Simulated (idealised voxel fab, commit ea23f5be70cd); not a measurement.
The following is a process module called voxel self aligned vias.
Section shown: cut. Width: 245 nm. Cell size: 5 nm, square.
Throughout this document, each cross-section is represented as a grid of square cells and is presented as a sequence of bands enumerated from the top downward, where a band comprises one or more rows of cells. Look at the band entry: it leads with the top's height and the bottom's height in nm. Then it lists the materials left to right, with a width in nm for each. The word "all across" on a single material says that material fills the band edge to edge. The word "air" is empty space. It should be noted that heights are counted from 0, beneath which the wafer as supplied is of one material throughout, and that the lowest band possesses no lower boundary but continues downward, as written in "top 0, no bottom". Think of "30..40" as a width that walks from the first number to the second as you go down the band, top row to bottom row, taking equal-sized steps from row to row. Basically "nothing was modified" means that step didn't change any cell in the cross-section. In the "Enclosed void entries" entry, you get each enclosed empty space of 8 cells or more, one with no open way to the top, written width x height at distance, distance from the left edge, in nm. Heads up: the bit after the settings on a step's line is the simulator's remark on that step. You can add "overlay nm" to a step's line. For a step with a mask, it describes how far the mask lay to the right of its planned position, and a negative number describes a lay to the left.
### List of planned process steps
1: RECEIVE, material Si
2: CONFORMAL_DEP, material SiO2, thk nm 10
3: CONFORMAL_DEP, material SiCN, thk nm 5
4: DIRECTIONAL_DEP, material SiO2, thk nm 20
5: DIRECTIONAL_DEP, material aC, thk nm 10
6: PATTERN, tone open, mask id LINES, material resist, width nm 30, pitch nm 60, thk nm 30, overlay nm 0
7: DIRECTIONAL_ETCH, etch materials aC, depth nm 10
8: STRIP, etch materials resist
9: DIRECTIONAL_ETCH, etch materials SiO2, depth nm 20
10: STRIP, etch materials aC
11: CONFORMAL_DEP, material TiN, thk nm 5
12: FILL_DEP, material W, thk nm 10
13: CMP, height nm 35
14: SELECTIVE_ETCH, etch materials W Ru TiN, depth nm 10
15: FILL_DEP, material SiN, thk nm 10
16: CMP, height nm 35
17: DIRECTIONAL_DEP, material SiO2, thk nm 15
18: MASKED_ETCH, tone open, mask id VIAS, width nm 40, etch materials SiO2, depth nm 15, overlay nm 0
19: MASKED_ETCH, tone open, mask id VIAS, width nm 40, etch materials SiN, depth nm 10, overlay nm 0
20: CONFORMAL_DEP, material TiN, thk nm 5
21: FILL_DEP, material W, thk nm 5
22: CMP, height nm 50
23: CONFORMAL_DEP, material SiN, thk nm 5
### Shown in cross-section is the wafer as received, that is, as it stands after step 1
* top 0, no bottom  Si all across
* Enclosed void entries: none
### Final wafer profile in cross-section after the module, from the same start and plan as above, with one mistake made during processing
* top 55, bottom 50  SiN all across
* top 50, bottom 40  SiO2: 70 / TiN: 5 / W: 30 / TiN: 5 / SiO2: 135
* top 40, bottom 35  SiO2: 70 / TiN: 5 / W: 15 / TiN: 20 / SiO2: 135
* top 35, bottom 30  SiO2: 65 / SiN: 5 / TiN: 5 / W: 15 / TiN: 5 / SiO2: 30 / SiN: 30 / SiO2: 90
* top 30, bottom 25  SiO2: 65 / SiN: 5 / TiN: 25 / SiO2: 30 / SiN: 30 / SiO2: 90
* top 25, bottom 20  SiO2: 65 / TiN: 5 / W: 20 / TiN: 5 / SiO2: 30 / TiN: 5 / W: 20 / TiN: 5 / SiO2: 90
* top 20, bottom 15  SiO2: 65 / TiN: 30 / SiO2: 30 / TiN: 30 / SiO2: 90
* top 15, bottom 10  SiCN all across
* top 10, bottom 0  SiO2 all across
* top 0, no bottom  Si all across
* Enclosed void entries: none
Short version of what went wrong: planned and actual differ for step 6; actual: PATTERN, tone open, mask id LINES, material resist, width nm 30, pitch nm 60, thk nm 30, overlay nm -10
